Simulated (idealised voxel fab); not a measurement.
A process module follows: voxel spacer lines.
Square cells of 5 nm make up the cross-section cut, whose width is 300 nm.
How to read a cross-section here: the picture is a grid of square cells, written as bands going from the top down, and any band can span one or more rows of cells. This entry defines a band. It first specifies the height of the band's top and the height of its bottom in nm, and then specifies the band's materials from left to right, stating each material with its width in nm. The word "throughout" identifies a single material that fills the band from edge to edge, while the word "air" identifies empty space. It should be noted that heights are counted from 0, beneath which the wafer as supplied is of one material throughout, and that the lowest band possesses no lower boundary but continues downward, as written in "0 and below". Per-row width for "30 to 40": begins at first number (top row of band), ends at second number (bottom row), increment between rows held constant. "left unchanged", as given for a step, is the statement that not any cell of the cross-section underwent a change during that step. Empty spaces without an open route to the top, at least 8 cells in extent, make up the entry "Unvented cavities"; each is given as width x height at distance, where the distance is measured from the left edge, and all are in nm. Past the settings on a step's line: simulator remark, on that step. Steps that use a mask can have "overlay nm" on their line. It says how far the mask sat to the right of where it was meant to be. Negative means to the left.

PLANNED STEP LIST FOR THE PROCESS
step 1: RECEIVE [material Si]
step 2: CONFORMAL_DEP [material Al2O3] [thk nm 5]
step 3: DIRECTIONAL_DEP [material polySi] [thk nm 20]
step 4: DIRECTIONAL_DEP [material aC] [thk nm 20]
step 5: PATTERN [tone cover] [mask id MANDREL] [material resist] [width nm 25] [pitch nm 80] [thk nm 25] [overlay nm 0]
step 6: DIRECTIONAL_ETCH [etch materials aC] [depth nm 20]
step 7: STRIP [etch materials resist]
step 8: CONFORMAL_DEP [material SiN] [thk nm 15]
step 9: DIRECTIONAL_ETCH [etch materials SiN] [depth nm 15]
step 10: STRIP [etch materials aC]
step 11: DIRECTIONAL_ETCH [etch materials polySi] [depth nm 20]
step 12: STRIP [etch materials SiN]
step 13: FILL_DEP [material SiO2] [thk nm 5]
step 14: CMP [height nm 25]

CROSS-SECTION OF THE INCOMING WAFER, STATE AFTER STEP 1
	0 and below = Si throughout
	Unvented cavities: none

RESULT OF THE MODULE, CROSS-SECTIONED: START PER ABOVE, PLAN PER ABOVE, ONE ERROR IN HOW IT WAS RUN
	25 down to 5 = 85 nm SiO2 | 15 nm polySi | 15 nm SiO2 | 15 nm polySi | 35 nm SiO2 | 15 nm polySi | 15 nm SiO2 | 15 nm polySi | 90 nm SiO2
	5 down to 0 = Al2O3 throughout
	0 and below = Si throughout
	Unvented cavities: none
Deviation from plan: step 5 changed vs plan, executed as PATTERN [tone cover] [mask id MANDREL] [material resist] [width nm 15] [pitch nm 80] [thk nm 25] [overlay nm 0]
